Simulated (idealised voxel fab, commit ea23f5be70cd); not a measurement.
process module | voxel ribs on slabs
cross-section cut | 265 nm wide | cells 5 nm
A cross-section is a grid of square cells, given in bands from the top down. A band is one or more rows of cells.
Each band's line starts with the height of the band's top and of its bottom, in nm. Then come its materials from left to right, each with its width in nm. One material with "throughout" fills the band from edge to edge. "air" is empty space.
Height 0 is the level under which the wafer as received is all one material. The lowest band goes on downwards, as in "0 down".
A width such as "30 to 40" changes by the same amount from each row of cells to the next, from the band's top row to its bottom row.
"no change" after a step means that no cell of the cross-section changed.
closed voids: empty space of 8 cells or more with no open way to the top, each as width x height at its distance from the left edge, in nm
after a step's settings: what the simulator itself notes on the step
overlay nm, on a step with a mask: how far to the right of its planned place the mask lay; to the left if negative
plan
1 op RECEIVE | material Si
2 op DIRECTIONAL_DEP | material SiO2 | thk nm 30
3 op DIRECTIONAL_DEP | material polySi | thk nm 20
4 op DIRECTIONAL_DEP | material aC | thk nm 10
5 op PATTERN | tone cover | mask id RIB | material resist | width nm 25 | thk nm 25 | overlay nm 0
6 op DIRECTIONAL_ETCH | etch materials aC | depth nm 10
7 op STRIP | etch materials resist
8 op DIRECTIONAL_ETCH | etch materials polySi | depth nm 10
9 op STRIP | etch materials aC
10 op MASKED_ETCH | tone cover | mask id SLAB | width nm 85 | etch materials polySi | depth nm 10 | overlay nm 0
11 op FILL_DEP | material SiO2 | thk nm 30
12 op CMP | height nm 70
13 op DIRECTIONAL_DEP | material TiN | thk nm 5
14 op DIRECTIONAL_DEP | material aC | thk nm 10
15 op PATTERN | tone cover | mask id HEATER | material resist | width nm 35 | thk nm 30 | overlay nm 0
16 op DIRECTIONAL_ETCH | etch materials aC | depth nm 10
17 op STRIP | etch materials resist
18 op DIRECTIONAL_ETCH | etch materials TiN | depth nm 5
19 op STRIP | etch materials aC
20 op CONFORMAL_DEP | material SiN | thk nm 5
as received, after step 1
  0 down: Si throughout
  closed voids: none
first wafer at the end, as planned
  80 to 75: air 110 | SiN 45 | air 110
  75 to 70: SiN 115 | TiN 35 | SiN 115
  70 to 50: SiO2 throughout
  50 to 40: SiO2 120 | polySi 25 | SiO2 120
  40 to 30: SiO2 90 | polySi 85 | SiO2 90
  30 to 0: SiO2 throughout
  0 down: Si throughout
  closed voids: none
second wafer at the end: like start, like plan, one mistake
  80 to 75: air 110 | SiN 45 | air 110
  75 to 70: SiN 115 | TiN 35 | SiN 115
  70 to 50: SiO2 throughout
  50 to 40: SiO2 90 | polySi 30 | SiO2 25 | polySi 30 | SiO2 90
  40 to 30: polySi throughout
  30 to 0: SiO2 throughout
  0 down: Si throughout
  closed voids: none
what went wrong: step 5 ran as: op PATTERN | tone open | mask id RIB | material resist | width nm 25 | thk nm 25 | overlay nm 0
at the end the second wafer has, in cells: 86 fewer of SiO2 | 86 more of polySi
